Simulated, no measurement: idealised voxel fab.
The following is a process module called voxel transistor to metal.
280 nm wide, 5 nm square cells: that's cross-section cut.
Each cross-section below is a grid of square cells, stated as bands in top-down order, with one or more rows of cells making up each band. Within each band entry, the heights of the top and of the bottom of the band appear first, in that order and in nm; the materials of the band then follow from left to right, each with its corresponding width in nm. The designation "edge to edge" on a single material indicates that it fills the band from edge to edge; the designation "empty" indicates empty space. Below 0: as-received wafer, all one material; heights counted from there. Lowest band: no bottom, goes on down, written "0 down". Think of "30..40" as a width that walks from the first number to the second as you go down the band, top row to bottom row, taking equal-sized steps from row to row. Where a step carries "identical to before", the cross-section came out of it unchanged, cell for cell. Heads up: "Voids, fully enclosed" only lists the empty pockets with no open path to the top that are 8 cells or more, and it writes them as width x height at distance, distance from the left edge, in nm. On each step's line, the part that comes after the settings is the simulator's own comment on the step. Each step line may optionally specify "overlay nm", which for a step with a mask gives the rightward distance between the mask's planned place and where it lay, a negative value indicating the leftward direction.
Plan:
| 1 | RECEIVE, material Si |
| 2 | OXIDIZE, depth nm 5 |
| 3 | CONFORMAL_DEP, material SiN, thk nm 10 |
| 4 | MASKED_ETCH, tone cover, mask id ACTIVE, width nm 110, pitch nm 130, etch materials SiN, depth nm 10, overlay nm 0 |
| 5 | MASKED_ETCH, tone cover, mask id ACTIVE, width nm 110, pitch nm 130, etch materials SiO2, depth nm 5, overlay nm 0 |
| 6 | MASKED_ETCH, tone cover, mask id ACTIVE, width nm 110, pitch nm 130, etch materials Si, depth nm 35, overlay nm 0 |
| 7 | FILL_DEP, material SiO2, thk nm 5 |
| 8 | CMP, height nm 10 |
| 9 | SELECTIVE_ETCH, etch materials SiO2, depth nm 5 |
| 10 | STRIP, etch materials SiN |
| 11 | SELECTIVE_ETCH, etch materials SiO2, depth nm 5 |
| 12 | OXIDIZE, depth nm 5 |
| 13 | DIRECTIONAL_DEP, material polySi, thk nm 20 |
| 14 | DIRECTIONAL_DEP, material SiCN, thk nm 15 |
| 15 | DIRECTIONAL_DEP, material aC, thk nm 10 |
| 16 | PATTERN, tone cover, mask id GATE, material resist, width nm 20, pitch nm 130, thk nm 30, overlay nm 0 |
| 17 | DIRECTIONAL_ETCH, etch materials aC, depth nm 10 |
| 18 | STRIP, etch materials resist |
| 19 | DIRECTIONAL_ETCH, etch materials SiCN, depth nm 25 |
| 20 | DIRECTIONAL_ETCH, etch materials polySi, depth nm 30 |
| 21 | STRIP, etch materials aC |
| 22 | CONFORMAL_DEP, material SiO2, thk nm 5 |
| 23 | DIRECTIONAL_ETCH, etch materials SiO2, depth nm 5 |
| 24 | CONFORMAL_DEP, material SiN, thk nm 5 |
| 25 | DIRECTIONAL_ETCH, etch materials SiN, depth nm 5 |
| 26 | DIRECTIONAL_ETCH, etch materials SiO2, depth nm 5 |
| 27 | DIRECTIONAL_ETCH, etch materials Si, depth nm 15 |
| 28 | EPI, material SiGe, thk nm 15 |
| 29 | FILL_DEP, material SiO2, thk nm 10 |
| 30 | CMP, height nm 30 |
| 31 | DIRECTIONAL_DEP, material SiO2, thk nm 15 |
| 32 | MASKED_ETCH, tone open, mask id CONTACT, width nm 15, etch materials SiO2, depth nm 40, overlay nm 0 |
| 33 | CONFORMAL_DEP, material TiN, thk nm 5 |
| 34 | FILL_DEP, material Ru, thk nm 5 |
| 35 | CMP, height nm 45 |
| 36 | CONFORMAL_DEP, material SiN, thk nm 5 |
| 37 | DIRECTIONAL_DEP, material lowk, thk nm 15 |
| 38 | PATTERN, tone open, mask id METAL_1, material resist, width nm 15, thk nm 15, overlay nm 0 |
| 39 | DIRECTIONAL_ETCH, etch materials lowk, depth nm 15 |
| 40 | DIRECTIONAL_ETCH, etch materials SiN, depth nm 5 |
| 41 | STRIP, etch materials resist |
| 42 | CONFORMAL_DEP, material TiN, thk nm 5 |
| 43 | FILL_DEP, material W, thk nm 5 |
| 44 | CMP, height nm 65 |
| 45 | EPI, material Ru, thk nm 5 |
| 46 | FILL_DEP, material SiCN, thk nm 5 |
Shown in cross-section is the wafer as received, that is, as it stands after step 1:
- 0 down | Si edge to edge
- Voids, fully enclosed: none
The module was run from the start shown above using the plan shown above, but one mistake was made doing it; the resulting wafer cross-section is below:
- 75 to 70 | SiCN edge to edge
- 70 to 65 | SiCN=25 | Ru=25 | SiCN=50 | Ru=25 | SiCN=30 | Ru=25 | SiCN=50 | Ru=25 | SiCN=25
- 65 to 50 | lowk=30 | TiN=5 | W=5 | TiN=5 | lowk=60 | TiN=5 | W=5 | TiN=5 | lowk=40 | TiN=5 | W=5 | TiN=5 | lowk=60 | TiN=5 | W=5 | TiN=5 | lowk=30
- 50 to 45 | SiN=30 | TiN=15 | SiN=60 | TiN=15 | SiN=40 | TiN=15 | SiN=60 | TiN=15 | SiN=30
- 45 to 30 | SiO2=25 | TiN=5 | Ru=5 | TiN=5 | SiO2=60 | TiN=5 | Ru=5 | TiN=5 | SiO2=40 | TiN=5 | Ru=5 | TiN=5 | SiO2=60 | TiN=5 | Ru=5 | TiN=5 | SiO2=35
- 30 to 15 | SiO2=25 | TiN=5 | Ru=5 | TiN=5 | SiO2=15 | SiN=5 | SiO2=5 | SiCN=20 | SiO2=5 | SiN=5 | SiO2=5 | TiN=5 | Ru=5 | TiN=5 | SiO2=40 | TiN=5 | Ru=5 | TiN=5 | SiO2=15 | SiN=5 | SiO2=5 | SiCN=20 | SiO2=5 | SiN=5 | SiO2=5 | TiN=5 | Ru=5 | TiN=5 | SiO2=35
- 15 to 10 | SiO2=25 | TiN=5 | Ru=5 | TiN=5 | SiO2=15 | SiN=5 | SiO2=5 | polySi=20 | SiO2=5 | SiN=5 | SiO2=5 | TiN=5 | Ru=5 | TiN=5 | SiO2=40 | TiN=5 | Ru=5 | TiN=5 | SiO2=15 | SiN=5 | SiO2=5 | polySi=20 | SiO2=5 | SiN=5 | SiO2=5 | TiN=5 | Ru=5 | TiN=5 | SiO2=35
- 10 to 5 | SiO2=25 | TiN=15 | SiO2=15 | SiN=5 | SiO2=5 | polySi=20 | SiO2=5 | SiN=5 | SiO2=5 | TiN=15 | SiO2=40 | TiN=15 | SiO2=15 | SiN=5 | SiO2=5 | polySi=20 | SiO2=5 | SiN=5 | SiO2=5 | TiN=15 | SiO2=35
- 5 to 0 | SiO2=20 | SiGe=35 | SiN=5 | SiO2=5 | polySi=20 | SiO2=5 | SiN=5 | SiGe=35 | SiO2=20 | SiGe=35 | SiN=5 | SiO2=5 | polySi=20 | SiO2=5 | SiN=5 | SiGe=35 | SiO2=20
- 0 to -5 | SiO2=20 | SiN=5 | SiGe=30 | SiN=5 | SiO2=5 | polySi=20 | SiO2=5 | SiN=5 | SiGe=30 | SiN=5 | SiO2=20 | SiN=5 | SiGe=30 | SiN=5 | SiO2=5 | polySi=20 | SiO2=5 | SiN=5 | SiGe=30 | SiN=5 | SiO2=20
- -5 to -10 | SiO2=25 | SiGe=30 | SiO2=40 | SiGe=30 | SiO2=30 | SiGe=30 | SiO2=40 | SiGe=30 | SiO2=25
- -10 to -25 | SiO2=20 | Si=5 | SiGe=30 | Si=40 | SiGe=30 | Si=5 | SiO2=20 | Si=5 | SiGe=30 | Si=40 | SiGe=30 | Si=5 | SiO2=20
- -25 to -40 | SiO2=20 | Si=110 | SiO2=20 | Si=110 | SiO2=20
- -40 down | Si edge to edge
- Voids, fully enclosed: none
Misprocessing identified: not per plan at step 32, really ran MASKED_ETCH, tone open, mask id CONTACT, width nm 15, etch materials SiO2, depth nm 40, overlay nm -5
